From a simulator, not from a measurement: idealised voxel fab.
Name of the process module below: voxel spacer lines
Displayed cross-section: cut, width of 175 nm, square cells sized 5 nm.
For the purposes of this document, a cross-section shall be understood as a grid of square cells, specified as bands listed in top-to-bottom order, each band consisting of one or more rows of cells. Heights first: top, then bottom, in nm. Then materials, left to right, each with a width in nm. "edge to edge" on a single material: fills the band edge to edge. "empty": empty space. Measure heights from 0. That's the level where, below it, the as-received wafer is all one material. The lowest band is bottomless and extends downward; write it as in "0 down". It should be noted that a width expressed as "30->40" varies in equal increments from row to row of cells within the band, taking the value of the first number at the top row and that of the second number at the bottom row. "nothing got changed" (step): cross-section cells unchanged, all of them. The list in "Closed void list" covers empty spaces of 8 cells or more that cannot reach the top through any open way, and it gives each as width x height at distance; the distance is from the left edge, and width, height and distance are in nm. Step line, after settings: the simulator's comment on this step. For masked steps, "overlay nm" on the step line gives how far right of plan the mask actually lay; a minus sign means it lay to the left.
PLANNED STEP LIST FOR THE PROCESS
1,RECEIVE, material Si
2,CONFORMAL_DEP, material Al2O3, thk nm 10
3,DIRECTIONAL_DEP, material polySi, thk nm 20
4,DIRECTIONAL_DEP, material aC, thk nm 30
5,PATTERN, tone cover, mask id MANDREL, material resist, width nm 20, pitch nm 60, thk nm 40, overlay nm 0
6,DIRECTIONAL_ETCH, etch materials aC, depth nm 30
7,STRIP, etch materials resist
8,CONFORMAL_DEP, material SiN, thk nm 10
9,DIRECTIONAL_ETCH, etch materials SiN, depth nm 10
10,STRIP, etch materials aC
11,DIRECTIONAL_ETCH, etch materials polySi, depth nm 20
12,STRIP, etch materials SiN
13,FILL_DEP, material SiO2, thk nm 5
14,CMP, height nm 30
CROSS-SECTIONAL VIEW OF THE WAFER IN ITS AS-RECEIVED CONDITION, CORRESPONDING TO THE STATE AFTER STEP 1
	0 down | Si edge to edge
	Closed void list: none
LOOKING AT THE FIRST OF TWO WAFERS IN CROSS-SECTION AT END OF MODULE - RAN TO PLAN
	30 to 10 | SiO2=35, then polySi=10, then SiO2=20, then polySi=10, then SiO2=20, then polySi=10, then SiO2=20, then polySi=10, then SiO2=40
	10 to 0 | Al2O3 edge to edge
	0 down | Si edge to edge
	Closed void list: none
END-OF-MODULE CROSS-SECTION OF THE SECOND WAFER: IDENTICAL STARTING POINT AND PROCESS PLAN TO THE FIRST, WITH ONE PROCESSING MISTAKE
	30 to 10 | SiO2=45, then polySi=10, then SiO2=20, then polySi=10, then SiO2=20, then polySi=10, then SiO2=20, then polySi=10, then SiO2=30
	10 to 0 | Al2O3 edge to edge
	0 down | Si edge to edge
	Closed void list: none
Plan not followed: so step 5 ended up running with a different setting than we planned, it ran as PATTERN, tone cover, mask id MANDREL, material resist, width nm 20, pitch nm 60, thk nm 40, overlay nm 10
At the end, the second wafer has the same number of cells of each material as the first, but those cells sit in other places.
